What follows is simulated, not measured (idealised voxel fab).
Name of the process module below: voxel self aligned contacts
Square cells of 5 nm make up the cross-section cut, whose width is 245 nm.
Cross-section layout: square cells on a grid; listed as bands, top to bottom; a band spans one or more cell rows. Read a band's entry like this: the first values are the height of its top and the height of its bottom in nm, and what follows is the sequence of materials from left to right, each with its width in nm. Note that "air" is empty space, and that a single material marked "everywhere" reaches across the band from edge to edge. Height is counted from the level 0, under which the received wafer is composed throughout of one material. The lowest of the bands is not closed at the bottom but continues downward, in the notation "0 nm and below". Think of "30->40" as a width that walks from the first number to the second as you go down the band, top row to bottom row, taking equal-sized steps from row to row. Basically "remained unchanged" means that step didn't change any cell in the cross-section. Closed-off voids of 8+ cells (no open route to the top) go in "Enclosed void listing", written width x height at distance from the left edge, in nm. It should be noted that, on the line of a given step, the content following the step's settings is a remark produced by the simulator itself with respect to that step. Each step line may optionally specify "overlay nm", which for a step with a mask gives the rightward distance between the mask's planned place and where it lay, a negative value indicating the leftward direction.

**So here's the lineup of process steps we planned**
1,op RECEIVE | material Si
2,op CONFORMAL_DEP | material SiO2 | thk nm 5
3,op DIRECTIONAL_DEP | material polySi | thk nm 20
4,op DIRECTIONAL_DEP | material SiN | thk nm 20
5,op DIRECTIONAL_DEP | material aC | thk nm 10
6,op PATTERN | tone cover | mask id GATE | material resist | width nm 25 | pitch nm 55 | thk nm 25 | overlay nm 0
7,op DIRECTIONAL_ETCH | etch materials aC | depth nm 10
8,op STRIP | etch materials resist
9,op DIRECTIONAL_ETCH | etch materials SiN | depth nm 20
10,op DIRECTIONAL_ETCH | etch materials polySi | depth nm 20
11,op STRIP | etch materials aC
12,op CONFORMAL_DEP | material SiN | thk nm 5
13,op DIRECTIONAL_ETCH | etch materials SiN | depth nm 5
14,op FILL_DEP | material SiO2 | thk nm 15
15,op CMP | height nm 55
16,op MASKED_ETCH | tone open | mask id CONTACT | width nm 40 | pitch nm 55 | etch materials SiO2 | depth nm 55 | overlay nm 0
17,op CONFORMAL_DEP | material TiN | thk nm 5
18,op FILL_DEP | material Ru | thk nm 5
19,op CMP | height nm 55
20,op CONFORMAL_DEP | material SiCN | thk nm 5

**Incoming wafer, cross-sectional view, post step 1**
0 nm and below = Si everywhere
Enclosed void listing: none

**Cross-section, first of two wafers, end of module, run as planned**
60 nm to 55 nm = SiCN everywhere
55 nm to 45 nm = 75 SiO2, 5->15 TiN, 30->10 Ru, 5->15 TiN, 15 SiO2, 5->15 TiN, 30->10 Ru, 5->15 TiN, 75 SiO2
45 nm to 25 nm = 50 SiO2, 35 SiN, 5 TiN, 10 Ru, 5 TiN, 35 SiN, 5 TiN, 10 Ru, 5 TiN, 35 SiN, 50 SiO2
25 nm to 5 nm = 50 SiO2, 5 SiN, 25 polySi, 5 SiN, 5 TiN, 10 Ru, 5 TiN, 5 SiN, 25 polySi, 5 SiN, 5 TiN, 10 Ru, 5 TiN, 5 SiN, 25 polySi, 5 SiN, 50 SiO2
5 nm to 0 nm = 85 SiO2, 20 TiN, 35 SiO2, 20 TiN, 85 SiO2
0 nm and below = Si everywhere
Enclosed void listing: none

**Presented here is a cross-section of the second of the two wafers as it stood at the end of the module. It was started in the same manner and assigned the same plan as the first wafer; however, one mistake was made in its execution**
60 nm to 55 nm = SiCN everywhere
55 nm to 45 nm = 50 SiO2, 35 SiN, 5 TiN, 10 Ru, 5 TiN, 35 SiN, 5 TiN, 10 Ru, 5 TiN, 35 SiN, 50 SiO2
45 nm to 30 nm = 50 SiO2, 5 SiN, 25 polySi, 5 SiN, 5 TiN, 10 Ru, 5 TiN, 5 SiN, 25 polySi, 5 SiN, 5 TiN, 10 Ru, 5 TiN, 5 SiN, 25 polySi, 5 SiN, 50 SiO2
30 nm to 25 nm = 50 SiO2, 5 SiN, 25 polySi, 5 SiN, 20 TiN, 5 SiN, 25 polySi, 5 SiN, 20 TiN, 5 SiN, 25 polySi, 5 SiN, 50 SiO2
25 nm to 5 nm = polySi everywhere
5 nm to 0 nm = SiO2 everywhere
0 nm and below = Si everywhere
Enclosed void listing: none
Run error: step 3 of the plan was performed twice
Final wafer comparison in cells, second versus first, more or fewer per material: Ru: 28 fewer | SiN: 42 fewer | SiO2: 98 fewer | TiN: 28 fewer | polySi: 196 more
